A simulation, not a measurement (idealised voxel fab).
You're looking at the process module voxel trench capacitor.
FYI the section here is cut, 190 nm wide, cells are 5 nm squares.
Just so we're on the same page, the cross-sections are grids of square cells, and they're listed out in bands top to bottom, each band one or more rows deep. Within each band entry, the heights of the top and of the bottom of the band appear first, in that order and in nm; the materials of the band then follow from left to right, each with its corresponding width in nm. The designation "full width" on a single material indicates that it fills the band from edge to edge; the designation "air" indicates empty space. Zero point of the height axis is 0; under it, received wafer = one material. Lowest band: continues down indefinitely, "z 0 and below". The notation "30->40" denotes a width that varies across the rows of cells in the band, beginning at the first number in the top row, finishing at the second number in the bottom row, and changing by an identical amount from each row to the next. Where the words "nothing changed" appear for a step, the cross-section shows no cell changed by that step; every cell remained as before. The label "Tabulated closed voids" introduces a list of the empty spaces, 8 cells or larger, that have no open way up to the top; each entry in it reads width x height at distance, where the distance is taken from the left edge and all three are stated in nm. On a step's line, text after the settings is the simulator commenting on that step. "overlay nm" denotes, for a step that has a mask, the displacement of the mask to the right of its planned place, with negative values corresponding to the left.

### The process steps that were planned are listed below
1. op RECEIVE | material Si
2. op CONFORMAL_DEP | material SiN | thk nm 5
3. op DIRECTIONAL_DEP | material aC | thk nm 10
4. op PATTERN | tone open | mask id TRENCH | material resist | width nm 30 | pitch nm 55 | thk nm 25 | overlay nm 0
5. op DIRECTIONAL_ETCH | etch materials aC | depth nm 10
6. op STRIP | etch materials resist
7. op DIRECTIONAL_ETCH | etch materials SiN | depth nm 5
8. op DIRECTIONAL_ETCH | etch materials Si | depth nm 30
9. op STRIP | etch materials aC
10. op CONFORMAL_DEP | material HfO2 | thk nm 5
11. op CONFORMAL_DEP | material TiN | thk nm 5
12. op FILL_DEP | material W | thk nm 10
13. op CMP | height nm 5

### Cross-section of the wafer as it came to us, i.e., already through step 1
- z 0 and below  Si full width
- Tabulated closed voids: none

### Result of the module, cross-sectioned: start per above, plan per above, one error in how it was run
- z 5 to 0  20 nm SiN | 5 nm HfO2 | 5 nm TiN | 20 nm W | 5 nm TiN | 5 nm HfO2 | 15 nm SiN | 5 nm HfO2 | 5 nm TiN | 20 nm W | 5 nm TiN | 5 nm HfO2 | 15 nm SiN | 5 nm HfO2 | 5 nm TiN | 20 nm W | 5 nm TiN | 5 nm HfO2 | 20 nm SiN
- z 0 to -20  20 nm Si | 5 nm HfO2 | 5 nm TiN | 20 nm W | 5 nm TiN | 5 nm HfO2 | 15 nm Si | 5 nm HfO2 | 5 nm TiN | 20 nm W | 5 nm TiN | 5 nm HfO2 | 15 nm Si | 5 nm HfO2 | 5 nm TiN | 20 nm W | 5 nm TiN | 5 nm HfO2 | 20 nm Si
- z -20 to -25  20 nm Si | 5 nm HfO2 | 30 nm TiN | 5 nm HfO2 | 15 nm Si | 5 nm HfO2 | 30 nm TiN | 5 nm HfO2 | 15 nm Si | 5 nm HfO2 | 30 nm TiN | 5 nm HfO2 | 20 nm Si
- z -25 to -30  20 nm Si | 40 nm HfO2 | 15 nm Si | 40 nm HfO2 | 15 nm Si | 40 nm HfO2 | 20 nm Si
- z -30 and below  Si full width
- Tabulated closed voids: none
Run error: step 4 was not run as planned; what actually ran was op PATTERN | tone open | mask id TRENCH | material resist | width nm 40 | pitch nm 55 | thk nm 25 | overlay nm 0
